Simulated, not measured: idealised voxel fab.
Proc. module: voxel air gaps
Section cut is 285 nm wide and gridded with 5 nm square cells.
In what follows, cross-sections appear as grids of square cells, described through bands that run from the top down, where every band is one or more rows of cells. Quick guide to a band line: top height, bottom height (nm) up front; then every material left to right with its width in nm. Only one material and it's marked "edge to edge"? Then it fills the band edge to edge. And "empty" just means empty space. For the purposes of this specification, 0 denotes the height below which the wafer in its as-received condition is composed wholly of one material, and the lowermost band, lacking a lower limit, extends downward without end, as expressed in "0 and below". Think of "30..40" as a width that walks from the first number to the second as you go down the band, top row to bottom row, taking equal-sized steps from row to row. "no alteration" for a step: no cell of the cross-section changed in that step. Closed internal cavities: empty space of 8 cells or more with no open way to the top, each as width x height at its distance from the left edge, in nm. after a step's settings: what the simulator itself notes on the step. A step line may carry the setting "overlay nm", which, for steps involving a mask, states the distance by which the mask lay to the right of its intended position; negative values denote displacement to the left.
Set out below are the planned steps of the process
1. RECEIVE with material Si
2. CONFORMAL_DEP with material SiO2, thk nm 10
3. CONFORMAL_DEP with material SiN, thk nm 5
4. DIRECTIONAL_DEP with material lowk, thk nm 30
5. MASKED_ETCH with tone open, mask id LINES, width nm 25, pitch nm 50, etch materials lowk, depth nm 30, overlay nm 0
6. CONFORMAL_DEP with material TiN, thk nm 5
7. FILL_DEP with material Ru, thk nm 5
8. CMP with height nm 45
9. EPI with material Ru, thk nm 10
10. SELECTIVE_ETCH with etch materials lowk, depth nm 40
11. CONFORMAL_DEP with material SiCN, thk nm 5
First wafer, two in total, run as planned
Cross-sectional view of the wafer in its as-received condition, corresponding to the state after step 1
    0 and below | Si edge to edge
    Closed internal cavities: none
Step 2 done - wafer cross-section
    10 down to 0 | SiO2 edge to edge
    Nothing below the height 0 has changed.
Step 3 done - wafer cross-section
    15 down to 10 | SiN edge to edge
    Nothing below the height 10 has changed.
Step 4 done - wafer cross-section
    45 down to 15 | lowk edge to edge
    Nothing below the height 15 has changed.
Step 5 done - wafer cross-section
    45 down to 15 | 80 of lowk, 25 of empty, 25 of lowk, 25 of empty, 25 of lowk, 25 of empty, 80 of lowk
    Nothing below the height 15 has changed.
Step 6 done - wafer cross-section
    50 down to 45 | 85 of TiN, 15 of empty, 35 of TiN, 15 of empty, 35 of TiN, 15 of empty, 85 of TiN
    45 down to 20 | 80 of lowk, 5 of TiN, 15 of empty, 5 of TiN, 25 of lowk, 5 of TiN, 15 of empty, 5 of TiN, 25 of lowk, 5 of TiN, 15 of empty, 5 of TiN, 80 of lowk
    20 down to 15 | 80 of lowk, 25 of TiN, 25 of lowk, 25 of TiN, 25 of lowk, 25 of TiN, 80 of lowk
    Nothing below the height 15 has changed.
Step 7 done - wafer cross-section
    55 down to 50 | Ru edge to edge
    50 down to 45 | 85 of TiN, 15 of Ru, 35 of TiN, 15 of Ru, 35 of TiN, 15 of Ru, 85 of TiN
    45 down to 20 | 80 of lowk, 5 of TiN, 15 of Ru, 5 of TiN, 25 of lowk, 5 of TiN, 15 of Ru, 5 of TiN, 25 of lowk, 5 of TiN, 15 of Ru, 5 of TiN, 80 of lowk
    Nothing below the height 20 has changed.
Step 8 done - wafer cross-section
    45 down to 20 | 80 of lowk, 5 of TiN, 15 of Ru, 5 of TiN, 25 of lowk, 5 of TiN, 15 of Ru, 5 of TiN, 25 of lowk, 5 of TiN, 15 of Ru, 5 of TiN, 80 of lowk
    Nothing below the height 20 has changed.
Step 9 done - wafer cross-section
    55 down to 45 | 70 of empty, 45 of Ru, 5 of empty, 45 of Ru, 5 of empty, 45 of Ru, 70 of empty
    Nothing below the height 45 has changed.
Step 10 done - wafer cross-section
    55 down to 45 | 70 of empty, 45 of Ru, 5 of empty, 45 of Ru, 5 of empty, 45 of Ru, 70 of empty
    45 down to 20 | 80 of empty, 5 of TiN, 15 of Ru, 5 of TiN, 25 of empty, 5 of TiN, 15 of Ru, 5 of TiN, 25 of empty, 5 of TiN, 15 of Ru, 5 of TiN, 80 of empty
    20 down to 15 | 80 of empty, 25 of TiN, 25 of empty, 25 of TiN, 25 of empty, 25 of TiN, 80 of empty
    Nothing below the height 15 has changed.
Step 11 done - wafer cross-section
    60 down to 55 | 65 of empty, 155 of SiCN, 65 of empty
    55 down to 45 | 65 of empty, 5 of SiCN, 45 of Ru, 5 of SiCN, 45 of Ru, 5 of SiCN, 45 of Ru, 5 of SiCN, 65 of empty
    45 down to 40 | 65 of empty, 15 of SiCN, 5 of TiN, 15 of Ru, 5 of TiN, 25 of SiCN, 5 of TiN, 15 of Ru, 5 of TiN, 25 of SiCN, 5 of TiN, 15 of Ru, 5 of TiN, 15 of SiCN, 65 of empty
    40 down to 20 | 75 of empty, 5 of SiCN, 5 of TiN, 15 of Ru, 5 of TiN, 5 of SiCN, 15 of empty, 5 of SiCN, 5 of TiN, 15 of Ru, 5 of TiN, 5 of SiCN, 15 of empty, 5 of SiCN, 5 of TiN, 15 of Ru, 5 of TiN, 5 of SiCN, 75 of empty
    20 down to 15 | 80 of SiCN, 25 of TiN, 25 of SiCN, 25 of TiN, 25 of SiCN, 25 of TiN, 80 of SiCN
    Nothing below the height 15 has changed.
    Closed internal cavities: 15 x 20 at 110; 15 x 20 at 160
Second Wafer (Identical Start and Plan, One Processing Error; Matches First Wafer Through Step 4)
The second wafer in cross-section, at the planned close of step 5
    45 down to 15 | 80 of empty, 25 of lowk, 25 of empty, 25 of lowk, 25 of empty, 25 of lowk, 80 of empty
    Nothing below the height 15 has changed.
The second wafer in cross-section, at the planned close of step 6
    50 down to 45 | 75 of empty, 35 of TiN, 15 of empty, 35 of TiN, 15 of empty, 35 of TiN, 75 of empty
    45 down to 20 | 75 of empty, 5 of TiN, 25 of lowk, 5 of TiN, 15 of empty, 5 of TiN, 25 of lowk, 5 of TiN, 15 of empty, 5 of TiN, 25 of lowk, 5 of TiN, 75 of empty
    20 down to 15 | 80 of TiN, 25 of lowk, 25 of TiN, 25 of lowk, 25 of TiN, 25 of lowk, 80 of TiN
    Nothing below the height 15 has changed.
The second wafer in cross-section, at the planned close of step 7
    55 down to 50 | Ru edge to edge
    50 down to 45 | 75 of Ru, 35 of TiN, 15 of Ru, 35 of TiN, 15 of Ru, 35 of TiN, 75 of Ru
    45 down to 20 | 75 of Ru, 5 of TiN, 25 of lowk, 5 of TiN, 15 of Ru, 5 of TiN, 25 of lowk, 5 of TiN, 15 of Ru, 5 of TiN, 25 of lowk, 5 of TiN, 75 of Ru
    Nothing below the height 20 has changed.
The second wafer in cross-section, at the planned close of step 8
    45 down to 20 | 75 of Ru, 5 of TiN, 25 of lowk, 5 of TiN, 15 of Ru, 5 of TiN, 25 of lowk, 5 of TiN, 15 of Ru, 5 of TiN, 25 of lowk, 5 of TiN, 75 of Ru
    Nothing below the height 20 has changed.
The second wafer in cross-section, at the planned close of step 9
    55 down to 45 | 90 of Ru, 5 of empty, 45 of Ru, 5 of empty, 45 of Ru, 5 of empty, 90 of Ru
    Nothing below the height 45 has changed.
The second wafer in cross-section, at the planned close of step 10
    55 down to 45 | 90 of Ru, 5 of empty, 45 of Ru, 5 of empty, 45 of Ru, 5 of empty, 90 of Ru
    45 down to 20 | 75 of Ru, 5 of TiN, 25 of empty, 5 of TiN, 15 of Ru, 5 of TiN, 25 of empty, 5 of TiN, 15 of Ru, 5 of TiN, 25 of empty, 5 of TiN, 75 of Ru
    20 down to 15 | 80 of TiN, 25 of empty, 25 of TiN, 25 of empty, 25 of TiN, 25 of empty, 80 of TiN
    Nothing below the height 15 has changed.
The second wafer in cross-section, at the planned close of step 11
    60 down to 55 | SiCN edge to edge
    55 down to 45 | 90 of Ru, 5 of SiCN, 45 of Ru, 5 of SiCN, 45 of Ru, 5 of SiCN, 90 of Ru
    45 down to 40 | 75 of Ru, 5 of TiN, 25 of SiCN, 5 of TiN, 15 of Ru, 5 of TiN, 25 of SiCN, 5 of TiN, 15 of Ru, 5 of TiN, 25 of SiCN, 5 of TiN, 75 of Ru
    40 down to 20 | 75 of Ru, 5 of TiN, 5 of SiCN, 15 of empty, 5 of SiCN, 5 of TiN, 15 of Ru, 5 of TiN, 5 of SiCN, 15 of empty, 5 of SiCN, 5 of TiN, 15 of Ru, 5 of TiN, 5 of SiCN, 15 of empty, 5 of SiCN, 5 of TiN, 75 of Ru
    20 down to 15 | 80 of TiN, 25 of SiCN, 25 of TiN, 25 of SiCN, 25 of TiN, 25 of SiCN, 80 of TiN
    Nothing below the height 15 has changed.
    Closed internal cavities: 15 x 20 at 85; 15 x 20 at 135; 15 x 20 at 185
In executing the process, a mistake was made relative to the plan: contrary to plan, step 5 was performed as MASKED_ETCH with tone cover, mask id LINES, width nm 25, pitch nm 50, etch materials lowk, depth nm 30, overlay nm 0
Heads up, by the end the second wafer has more or fewer cells of some materials compared to the first: Ru: 189 more, SiCN: 4 fewer, TiN: 27 more
Final observation: first wafer, 2 closed voids; second wafer, 3 closed voids.
